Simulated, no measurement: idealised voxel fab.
Title: Process Module voxel transistor to metal
FYI the section here is cut, 295 nm wide, cells are 5 nm squares.
Cross-section, as written here: a square-cell grid given band by band from the top down, where a band holds one or more rows of cells. The entry gives the band's vertical extent as a top height and a bottom height in nm, then its horizontal make-up as materials from left to right, each with a width in nm. "empty" stands for empty space; a single material marked "throughout" fills the band edge to edge. Heights are measured from 0, the level below which the as-received wafer is all one material; the lowest band has no bottom and continues downward, written as in "0 down". Quick explanation for "30->40": the width changes in equal steps down the rows of cells, from the first number in the band's top row to the second number in its bottom row. For the purposes of this document, the phrase "stayed the same" attached to a step denotes that no cell within the cross-section was modified by that step. "Sealed void listing" specifies each empty space that is not open to the top and that occupies no fewer than 8 cells, using the form width x height at distance, the distance measured from the left edge and all three quantities in nm. Past the settings on a step's line: simulator remark, on that step. The optional step-line setting "overlay nm" applies to steps with a mask and quantifies how far to the right of its planned location the mask lay, a negative value indicating leftward placement.
The process steps that were planned are listed below
1 RECEIVE [material Si]
2 CONFORMAL_DEP [material SiO2] [thk nm 5]
3 CONFORMAL_DEP [material SiN] [thk nm 10]
4 MASKED_ETCH [tone cover] [mask id ACTIVE] [width nm 110] [pitch nm 140] [etch materials SiN] [depth nm 10] [overlay nm 0]
5 MASKED_ETCH [tone cover] [mask id ACTIVE] [width nm 110] [pitch nm 140] [etch materials SiO2] [depth nm 5] [overlay nm 0]
6 MASKED_ETCH [tone cover] [mask id ACTIVE] [width nm 110] [pitch nm 140] [etch materials Si] [depth nm 20] [overlay nm 0]
7 FILL_DEP [material SiO2] [thk nm 5]
8 CMP [height nm 15]
9 SELECTIVE_ETCH [etch materials SiO2] [depth nm 5]
10 STRIP [etch materials SiN]
11 SELECTIVE_ETCH [etch materials SiO2] [depth nm 5]
12 OXIDIZE [depth nm 5]
13 DIRECTIONAL_DEP [material polySi] [thk nm 30]
14 DIRECTIONAL_DEP [material SiCN] [thk nm 10]
15 MASKED_ETCH [tone cover] [mask id GATE] [width nm 20] [pitch nm 140] [etch materials SiCN] [depth nm 20] [overlay nm 0]
16 MASKED_ETCH [tone cover] [mask id GATE] [width nm 15] [pitch nm 140] [etch materials polySi] [depth nm 40] [overlay nm 0]
17 CONFORMAL_DEP [material SiO2] [thk nm 5]
18 DIRECTIONAL_ETCH [etch materials SiO2] [depth nm 5]
19 CONFORMAL_DEP [material SiN] [thk nm 10]
20 DIRECTIONAL_ETCH [etch materials SiN] [depth nm 10]
21 DIRECTIONAL_ETCH [etch materials SiO2] [depth nm 5]
22 DIRECTIONAL_ETCH [etch materials Si] [depth nm 15]
23 EPI [material pSi] [thk nm 15]
24 FILL_DEP [material SiO2] [thk nm 10]
25 CMP [height nm 40]
26 DIRECTIONAL_DEP [material SiO2] [thk nm 15]
27 PATTERN [tone open] [mask id CONTACT] [material resist] [width nm 20] [thk nm 20] [overlay nm 0]
28 DIRECTIONAL_ETCH [etch materials SiO2] [depth nm 45]
29 STRIP [etch materials resist]
30 CONFORMAL_DEP [material TiN] [thk nm 5]
31 FILL_DEP [material Ru] [thk nm 5]
32 CMP [height nm 55]
33 CONFORMAL_DEP [material SiCN] [thk nm 5]
34 DIRECTIONAL_DEP [material SiO2] [thk nm 20]
35 DIRECTIONAL_DEP [material aC] [thk nm 10]
36 PATTERN [tone open] [mask id METAL_1] [material resist] [width nm 20] [thk nm 30] [overlay nm 0]
37 DIRECTIONAL_ETCH [etch materials aC] [depth nm 10]
38 STRIP [etch materials resist]
39 DIRECTIONAL_ETCH [etch materials SiO2] [depth nm 20]
40 DIRECTIONAL_ETCH [etch materials SiCN] [depth nm 5]
41 STRIP [etch materials aC]
42 CONFORMAL_DEP [material TiN] [thk nm 5]
43 FILL_DEP [material Cu] [thk nm 5]
44 CMP [height nm 80]
45 CONFORMAL_DEP [material SiCN] [thk nm 5]
The wafers are alike at the start. At step 16, their width nm differs. The plan lists the first wafer's value.
Sectional view: first of several wafers, as received, after step 1
> 0 down  Si throughout
> Sealed void listing: none
The first of several wafers, seen in cross-section after the module's last step, step 45
> 85 to 80  SiCN throughout
> 80 to 60  25 nm SiO2  5 nm TiN  10 nm Cu  5 nm TiN  60 nm SiO2  5 nm TiN  10 nm Cu  5 nm TiN  40 nm SiO2  5 nm TiN  10 nm Cu  5 nm TiN  60 nm SiO2  5 nm TiN  10 nm Cu  5 nm TiN  30 nm SiO2
> 60 to 55  25 nm SiCN  20 nm TiN  60 nm SiCN  20 nm TiN  40 nm SiCN  20 nm TiN  60 nm SiCN  20 nm TiN  30 nm SiCN
> 55 to 40  25 nm SiO2  5 nm TiN  10 nm Ru  5 nm TiN  60 nm SiO2  5 nm TiN  10 nm Ru  5 nm TiN  40 nm SiO2  5 nm TiN  10 nm Ru  5 nm TiN  60 nm SiO2  5 nm TiN  10 nm Ru  5 nm TiN  30 nm SiO2
> 40 to 30  25 nm SiO2  5 nm TiN  10 nm Ru  5 nm TiN  5 nm SiO2  10 nm SiN  5 nm SiO2  20 nm SiCN  5 nm SiO2  10 nm SiN  5 nm SiO2  5 nm TiN  10 nm Ru  5 nm TiN  40 nm SiO2  5 nm TiN  10 nm Ru  5 nm TiN  5 nm SiO2  10 nm SiN  5 nm SiO2  20 nm SiCN  5 nm SiO2  10 nm SiN  5 nm SiO2  5 nm TiN  10 nm Ru  5 nm TiN  30 nm SiO2
> 30 to 15  25 nm SiO2  5 nm TiN  10 nm Ru  5 nm TiN  5 nm SiO2  10 nm SiN  5 nm SiO2  20 nm polySi  5 nm SiO2  10 nm SiN  5 nm SiO2  5 nm TiN  10 nm Ru  5 nm TiN  40 nm SiO2  5 nm TiN  10 nm Ru  5 nm TiN  5 nm SiO2  10 nm SiN  5 nm SiO2  20 nm polySi  5 nm SiO2  10 nm SiN  5 nm SiO2  5 nm TiN  10 nm Ru  5 nm TiN  30 nm SiO2
> 15 to 10  25 nm SiO2  20 nm TiN  5 nm SiO2  10 nm SiN  5 nm SiO2  20 nm polySi  5 nm SiO2  10 nm SiN  5 nm SiO2  20 nm TiN  40 nm SiO2  20 nm TiN  5 nm SiO2  10 nm SiN  5 nm SiO2  20 nm polySi  5 nm SiO2  10 nm SiN  5 nm SiO2  20 nm TiN  30 nm SiO2
> 10 to 5  25 nm SiO2  25 nm pSi  10 nm SiN  5 nm SiO2  20 nm polySi  5 nm SiO2  10 nm SiN  25 nm pSi  40 nm SiO2  25 nm pSi  10 nm SiN  5 nm SiO2  20 nm polySi  5 nm SiO2  10 nm SiN  25 nm pSi  30 nm SiO2
> 5 to 0  20 nm SiO2  10 nm SiN  20 nm pSi  10 nm SiN  5 nm SiO2  20 nm polySi  5 nm SiO2  10 nm SiN  20 nm pSi  10 nm SiN  30 nm SiO2  10 nm SiN  20 nm pSi  10 nm SiN  5 nm SiO2  20 nm polySi  5 nm SiO2  10 nm SiN  20 nm pSi  10 nm SiN  25 nm SiO2
> 0 to -5  30 nm SiO2  20 nm pSi  50 nm SiO2  20 nm pSi  50 nm SiO2  20 nm pSi  50 nm SiO2  20 nm pSi  35 nm SiO2
> -5 to -20  20 nm SiO2  10 nm Si  20 nm pSi  50 nm Si  20 nm pSi  10 nm Si  30 nm SiO2  10 nm Si  20 nm pSi  50 nm Si  20 nm pSi  10 nm Si  25 nm SiO2
> -20 down  Si throughout
> Sealed void listing: none
Cross-section, module end, final of several wafers
> 85 to 80  SiCN throughout
> 80 to 60  25 nm SiO2  5 nm TiN  10 nm Cu  5 nm TiN  60 nm SiO2  5 nm TiN  10 nm Cu  5 nm TiN  40 nm SiO2  5 nm TiN  10 nm Cu  5 nm TiN  60 nm SiO2  5 nm TiN  10 nm Cu  5 nm TiN  30 nm SiO2
> 60 to 55  25 nm SiCN  20 nm TiN  60 nm SiCN  20 nm TiN  40 nm SiCN  20 nm TiN  60 nm SiCN  20 nm TiN  30 nm SiCN
> 55 to 40  25 nm SiO2  5 nm TiN  10 nm Ru  5 nm TiN  60 nm SiO2  5 nm TiN  10 nm Ru  5 nm TiN  40 nm SiO2  5 nm TiN  10 nm Ru  5 nm TiN  60 nm SiO2  5 nm TiN  10 nm Ru  5 nm TiN  30 nm SiO2
> 40 to 30  25 nm SiO2  5 nm TiN  10 nm Ru  5 nm TiN  5 nm SiO2  10 nm SiN  5 nm SiO2  20 nm SiCN  5 nm SiO2  10 nm SiN  5 nm SiO2  5->10 nm TiN  10->5 nm Ru  5 nm TiN  40 nm SiO2  5 nm TiN  10 nm Ru  5 nm TiN  5 nm SiO2  10 nm SiN  5 nm SiO2  20 nm SiCN  5 nm SiO2  10 nm SiN  5 nm SiO2  5->10 nm TiN  10->5 nm Ru  5 nm TiN  30 nm SiO2
> 30 to 15  25 nm SiO2  5 nm TiN  10 nm Ru  5 nm TiN  10 nm SiN  5 nm SiO2  35 nm polySi  5 nm SiO2  10 nm SiN  5 nm TiN  5 nm Ru  5 nm TiN  40 nm SiO2  5 nm TiN  10 nm Ru  5 nm TiN  10 nm SiN  5 nm SiO2  35 nm polySi  5 nm SiO2  10 nm SiN  5 nm TiN  5 nm Ru  5 nm TiN  30 nm SiO2
> 15 to 10  25 nm SiO2  20 nm TiN  10 nm SiN  5 nm SiO2  35 nm polySi  5 nm SiO2  10 nm SiN  15 nm TiN  40 nm SiO2  20 nm TiN  10 nm SiN  5 nm SiO2  35 nm polySi  5 nm SiO2  10 nm SiN  15 nm TiN  30 nm SiO2
> 10 to 5  25 nm SiO2  20 nm pSi  10 nm SiN  5 nm SiO2  35 nm polySi  5 nm SiO2  10 nm SiN  15 nm pSi  40 nm SiO2  20 nm pSi  10 nm SiN  5 nm SiO2  35 nm polySi  5 nm SiO2  10 nm SiN  15 nm pSi  30 nm SiO2
> 5 to 0  20 nm SiO2  10 nm SiN  15 nm pSi  10 nm SiN  5 nm SiO2  35 nm polySi  5 nm SiO2  10 nm SiN  10 nm pSi  10 nm SiN  30 nm SiO2  10 nm SiN  15 nm pSi  10 nm SiN  5 nm SiO2  35 nm polySi  5 nm SiO2  10 nm SiN  10 nm pSi  10 nm SiN  25 nm SiO2
> 0 to -5  30 nm SiO2  15 nm pSi  65 nm SiO2  10 nm pSi  50 nm SiO2  15 nm pSi  65 nm SiO2  10 nm pSi  35 nm SiO2
> -5 to -20  20 nm SiO2  10 nm Si  15 nm pSi  65 nm Si  10 nm pSi  10 nm Si  30 nm SiO2  10 nm Si  15 nm pSi  65 nm Si  10 nm pSi  10 nm Si  25 nm SiO2
> -20 down  Si throughout
> Sealed void listing: none
Gained (+) or lost (-) cells of each material since receipt, then closed voids: one row per wafer, at the end of the module
width nm 15, +32 Cu, +64 Ru, -152 Si, +118 SiCN, +72 SiN, +593 SiO2, +128 TiN, +100 pSi, +48 polySi, Sealed void listing: none
width nm 20, +32 Cu, +64 Ru, -152 Si, +118 SiCN, +72 SiN, +593 SiO2, +128 TiN, +100 pSi, +48 polySi, Sealed void listing: none
width nm 25, +32 Cu, +64 Ru, -146 Si, +118 SiCN, +72 SiN, +587 SiO2, +128 TiN, +88 pSi, +60 polySi, Sealed void listing: none
width nm 30, +32 Cu, +64 Ru, -140 Si, +118 SiCN, +72 SiN, +581 SiO2, +128 TiN, +76 pSi, +72 polySi, Sealed void listing: none
width nm 35, +32 Cu, +56 Ru, -134 Si, +118 SiCN, +72 SiN, +583 SiO2, +128 TiN, +64 pSi, +84 polySi, Sealed void listing: none
